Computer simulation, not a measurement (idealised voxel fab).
Title: Process Module voxel transistor to metal
It is cross-section cut that appears here, measuring 175 nm in width, its square cells being 5 nm in size.
A cross-section in this document is a grid of square cells, and it is written down as bands, the top band listed before the ones below it; a band is made up of one or more rows of cells. Within each band entry, the heights of the top and of the bottom of the band appear first, in that order and in nm; the materials of the band then follow from left to right, each with its corresponding width in nm. The designation "full width" on a single material indicates that it fills the band from edge to edge; the designation "air" indicates empty space. Note: height 0 marks the level under which the wafer is uniformly one material as received. Lowest band unbounded below, written "0..down". Think of "30->40" as a width that walks from the first number to the second as you go down the band, top row to bottom row, taking equal-sized steps from row to row. When a step is marked "nothing was modified", none of the cells in the cross-section changed during that step. In the "Fully sealed voids" entry, you get each enclosed empty space of 8 cells or more, one with no open way to the top, written width x height at distance, distance from the left edge, in nm. If you see something after the settings on a step's line, that's the simulator's own remark about that step. A step line may carry the setting "overlay nm", which, for steps involving a mask, states the distance by which the mask lay to the right of its intended position; negative values denote displacement to the left.

### plan
| 1 | op RECEIVE | material Si |
| 2 | op OXIDIZE | depth nm 5 |
| 3 | op CONFORMAL_DEP | material SiN | thk nm 10 |
| 4 | op DIRECTIONAL_DEP | material aC | thk nm 10 |
| 5 | op PATTERN | tone cover | mask id ACTIVE | material resist | width nm 105 | thk nm 30 | overlay nm 0 |
| 6 | op DIRECTIONAL_ETCH | etch materials aC | depth nm 10 |
| 7 | op STRIP | etch materials resist |
| 8 | op DIRECTIONAL_ETCH | etch materials SiN | depth nm 10 |
| 9 | op DIRECTIONAL_ETCH | etch materials SiO2 | depth nm 5 |
| 10 | op DIRECTIONAL_ETCH | etch materials Si | depth nm 25 |
| 11 | op STRIP | etch materials aC |
| 12 | op FILL_DEP | material SiO2 | thk nm 15 |
| 13 | op CMP | height nm 10 |
| 14 | op SELECTIVE_ETCH | etch materials SiO2 | depth nm 5 |
| 15 | op STRIP | etch materials SiN |
| 16 | op SELECTIVE_ETCH | etch materials SiO2 | depth nm 5 |
| 17 | op OXIDIZE | depth nm 5 |
| 18 | op DIRECTIONAL_DEP | material polySi | thk nm 30 |
| 19 | op DIRECTIONAL_DEP | material SiCN | thk nm 15 |
| 20 | op PATTERN | tone cover | mask id GATE | material resist | width nm 15 | thk nm 20 | overlay nm 0 |
| 21 | op DIRECTIONAL_ETCH | etch materials SiCN | depth nm 25 |
| 22 | op DIRECTIONAL_ETCH | etch materials polySi | depth nm 40 |
| 23 | op STRIP | etch materials resist |
| 24 | op CONFORMAL_DEP | material SiO2 | thk nm 5 |
| 25 | op DIRECTIONAL_ETCH | etch materials SiO2 | depth nm 5 |
| 26 | op CONFORMAL_DEP | material SiN | thk nm 10 |
| 27 | op DIRECTIONAL_ETCH | etch materials SiN | depth nm 10 |
| 28 | op DIRECTIONAL_ETCH | etch materials SiO2 | depth nm 5 |
| 29 | op DIRECTIONAL_ETCH | etch materials Si | depth nm 15 |
| 30 | op EPI | material pSi | thk nm 20 |
| 31 | op FILL_DEP | material SiO2 | thk nm 5 |
| 32 | op CMP | height nm 40 |
| 33 | op DIRECTIONAL_DEP | material SiO2 | thk nm 15 |
| 34 | op PATTERN | tone open | mask id CONTACT | material resist | width nm 15 | pitch nm 65 | thk nm 20 | overlay nm 0 |
| 35 | op DIRECTIONAL_ETCH | etch materials SiO2 | depth nm 45 |
| 36 | op STRIP | etch materials resist |
| 37 | op CONFORMAL_DEP | material TiN | thk nm 5 |
| 38 | op FILL_DEP | material Ru | thk nm 5 |
| 39 | op CMP | height nm 55 |
| 40 | op DIRECTIONAL_DEP | material TiN | thk nm 5 |
| 41 | op DIRECTIONAL_DEP | material Ru | thk nm 25 |
| 42 | op PATTERN | tone cover | mask id METAL_1 | material resist | width nm 20 | pitch nm 65 | thk nm 20 | overlay nm 0 |
| 43 | op DIRECTIONAL_ETCH | etch materials Ru | depth nm 25 |
| 44 | op DIRECTIONAL_ETCH | etch materials TiN | depth nm 5 |
| 45 | op STRIP | etch materials resist |
| 46 | op FILL_DEP | material SiO2 | thk nm 5 |
| 47 | op CMP | height nm 85 |
| 48 | op CONFORMAL_DEP | material SiN | thk nm 5 |
Variable across wafers: step 34 width nm (plan value is that of the first wafer; starting state common to all).

### first wafer as received, after step 1
    0..down | Si full width
    Fully sealed voids: none

### The first of several wafers, seen in cross-section after the module's last step, step 48
    90..85 | SiN full width
    85..60 | 45 of SiO2, then 20 of Ru, then 45 of SiO2, then 20 of Ru, then 45 of SiO2
    60..55 | 45 of SiO2, then 20 of TiN, then 45 of SiO2, then 20 of TiN, then 45 of SiO2
    55..40 | 50 of SiO2, then 5 of TiN, then 5 of Ru, then 5 of TiN, then 50 of SiO2, then 5 of TiN, then 5 of Ru, then 5 of TiN, then 45 of SiO2
    40..25 | 50 of SiO2, then 5 of TiN, then 5 of Ru, then 5 of TiN, then 10 of SiN, then 5 of SiO2, then 15 of SiCN, then 5 of SiO2, then 10 of SiN, then 5 of SiO2, then 5 of TiN, then 5 of Ru, then 5 of TiN, then 45 of SiO2
    25..15 | 50 of SiO2, then 5 of TiN, then 5 of Ru, then 5 of TiN, then 10 of SiN, then 5 of SiO2, then 15 of polySi, then 5 of SiO2, then 10 of SiN, then 5 of SiO2, then 5 of TiN, then 5 of Ru, then 5 of TiN, then 45 of SiO2
    15..10 | 50 of SiO2, then 15 of TiN, then 10 of SiN, then 5 of SiO2, then 15 of polySi, then 5 of SiO2, then 10 of SiN, then 5 of SiO2, then 15 of TiN, then 45 of SiO2
    10..0 | 35 of SiO2, then 30 of pSi, then 10 of SiN, then 5 of SiO2, then 15 of polySi, then 5 of SiO2, then 10 of SiN, then 30 of pSi, then 35 of SiO2
    0..-5 | 35 of SiO2, then 10 of SiN, then 20 of pSi, then 10 of SiN, then 5 of SiO2, then 15 of polySi, then 5 of SiO2, then 10 of SiN, then 20 of pSi, then 10 of SiN, then 35 of SiO2
    -5..-10 | 45 of SiO2, then 20 of pSi, then 45 of SiO2, then 20 of pSi, then 45 of SiO2
    -10..-25 | 35 of SiO2, then 10 of Si, then 20 of pSi, then 45 of Si, then 20 of pSi, then 10 of Si, then 35 of SiO2
    -25..-30 | 35 of SiO2, then 105 of Si, then 35 of SiO2
    -30..down | Si full width
    Fully sealed voids: none

### Of the several wafers, the last: cross-section at the end of the module
    90..85 | SiN full width
    85..60 | 45 of SiO2, then 20 of Ru, then 45 of SiO2, then 20 of Ru, then 45 of SiO2
    60..55 | 45 of SiO2, then 20 of TiN, then 45 of SiO2, then 20 of TiN, then 45 of SiO2
    55..45 | 40 of SiO2, then 5 of TiN, then 25 of Ru, then 5 of TiN, then 30 of SiO2, then 5 of TiN, then 25 of Ru, then 5 of TiN, then 35 of SiO2
    45..40 | 40 of SiO2, then 5 of TiN, then 15 of Ru, then 15 of TiN, then 30 of SiO2, then 10 of TiN, then 20 of Ru, then 5 of TiN, then 35 of SiO2
    40..25 | 40 of SiO2, then 5 of TiN, then 15 of Ru, then 5 of TiN, then 10 of SiN, then 5 of SiO2, then 15 of SiCN, then 5 of SiO2, then 10 of SiN, then 5 of TiN, then 20 of Ru, then 5 of TiN, then 35 of SiO2
    25..15 | 40 of SiO2, then 5 of TiN, then 15 of Ru, then 5 of TiN, then 10 of SiN, then 5 of SiO2, then 15 of polySi, then 5 of SiO2, then 10 of SiN, then 5 of TiN, then 20 of Ru, then 5 of TiN, then 35 of SiO2
    15..10 | 40 of SiO2, then 25 of TiN, then 10 of SiN, then 5 of SiO2, then 15 of polySi, then 5 of SiO2, then 10 of SiN, then 30 of TiN, then 35 of SiO2
    10..0 | 35 of SiO2, then 30 of pSi, then 10 of SiN, then 5 of SiO2, then 15 of polySi, then 5 of SiO2, then 10 of SiN, then 30 of pSi, then 35 of SiO2
    0..-5 | 35 of SiO2, then 10 of SiN, then 20 of pSi, then 10 of SiN, then 5 of SiO2, then 15 of polySi, then 5 of SiO2, then 10 of SiN, then 20 of pSi, then 10 of SiN, then 35 of SiO2
    -5..-10 | 45 of SiO2, then 20 of pSi, then 45 of SiO2, then 20 of pSi, then 45 of SiO2
    -10..-25 | 35 of SiO2, then 10 of Si, then 20 of pSi, then 45 of Si, then 20 of pSi, then 10 of Si, then 35 of SiO2
    -25..-30 | 35 of SiO2, then 105 of Si, then 35 of SiO2
    -30..down | Si full width
    Fully sealed voids: none

### What follows is a table in which each wafer occupies a row; for the wafer as it stands at the close of the module, the row states, material by material, how many cells have been gained (+) or lost (-) since receipt, and then gives its closed voids
width nm 15 | +56 Ru | -150 Si | +9 SiCN | +75 SiN | +512 SiO2 | +46 TiN | +64 pSi | +18 polySi | Fully sealed voids: none
width nm 20 | +72 Ru | -150 Si | +9 SiCN | +75 SiN | +494 SiO2 | +48 TiN | +64 pSi | +18 polySi | Fully sealed voids: none
width nm 25 | +82 Ru | -150 Si | +9 SiCN | +75 SiN | +482 SiO2 | +50 TiN | +64 pSi | +18 polySi | Fully sealed voids: none
width nm 30 | +92 Ru | -150 Si | +9 SiCN | +75 SiN | +470 SiO2 | +52 TiN | +64 pSi | +18 polySi | Fully sealed voids: none
width nm 35 | +102 Ru | -150 Si | +9 SiCN | +75 SiN | +458 SiO2 | +54 TiN | +64 pSi | +18 polySi | Fully sealed voids: none
